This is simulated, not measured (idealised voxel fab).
process module | voxel air gaps
cross-section cut | 170 nm wide | cells 5 nm
A cross-section is a grid of square cells, given in bands from the top down. A band is one or more rows of cells.
Each band's line starts with the height of the band's top and of its bottom, in nm. Then come its materials from left to right, each with its width in nm. One material with "throughout" fills the band from edge to edge. "air" is empty space.
Height 0 is the level under which the wafer as received is all one material. The lowest band goes on downwards, as in "0 down".
A width such as "30 to 40" changes by the same amount from each row of cells to the next, from the band's top row to its bottom row.
"no change" after a step means that no cell of the cross-section changed.
closed voids: empty space of 8 cells or more with no open way to the top, each as width x height at its distance from the left edge, in nm
after a step's settings: what the simulator itself notes on the step
overlay nm, on a step with a mask: how far to the right of its planned place the mask lay; to the left if negative
plan
1 op RECEIVE | material Si
2 op CONFORMAL_DEP | material SiO2 | thk nm 10
3 op CONFORMAL_DEP | material SiN | thk nm 5
4 op DIRECTIONAL_DEP | material SiO2 | thk nm 40
5 op PATTERN | tone open | mask id LINES | material resist | width nm 25 | pitch nm 50 | thk nm 20 | overlay nm 0
6 op DIRECTIONAL_ETCH | etch materials SiO2 | depth nm 40
7 op STRIP | etch materials resist
8 op CONFORMAL_DEP | material TiN | thk nm 5
9 op FILL_DEP | material Cu | thk nm 5
10 op CMP | height nm 55
11 op EPI | material Ru | thk nm 10
12 op SELECTIVE_ETCH | etch materials SiO2 | depth nm 50
13 op CONFORMAL_DEP | material SiN | thk nm 5
as received, after step 1
  0 down: Si throughout
  closed voids: none
a wafer at the end: this start, this plan, one mistake
  70 to 65: SiN 165 | air 5
  65 to 55: SiN 5 | Ru 155 | SiN 5 | air 5
  55 to 50: SiN 15 | TiN 5 | Cu 25 | TiN 5 | SiO2 15 | TiN 5 | Cu 25 | TiN 5 | SiO2 15 | TiN 5 | Cu 25 | TiN 5 | SiN 15 | air 5
  50 to 20: air 10 | SiN 5 | TiN 5 | Cu 25 | TiN 5 | SiO2 15 | TiN 5 | Cu 25 | TiN 5 | SiO2 15 | TiN 5 | Cu 25 | TiN 5 | SiN 5 | air 15
  20 to 15: SiN 15 | TiN 35 | SiO2 15 | TiN 35 | SiO2 15 | TiN 35 | SiN 20
  15 to 10: SiN throughout
  10 to 0: SiO2 throughout
  0 down: Si throughout
  closed voids: 10 x 30 at 0
what went wrong: step 5 ran as: op PATTERN | tone open | mask id LINES | material resist | width nm 35 | pitch nm 50 | thk nm 20 | overlay nm 0
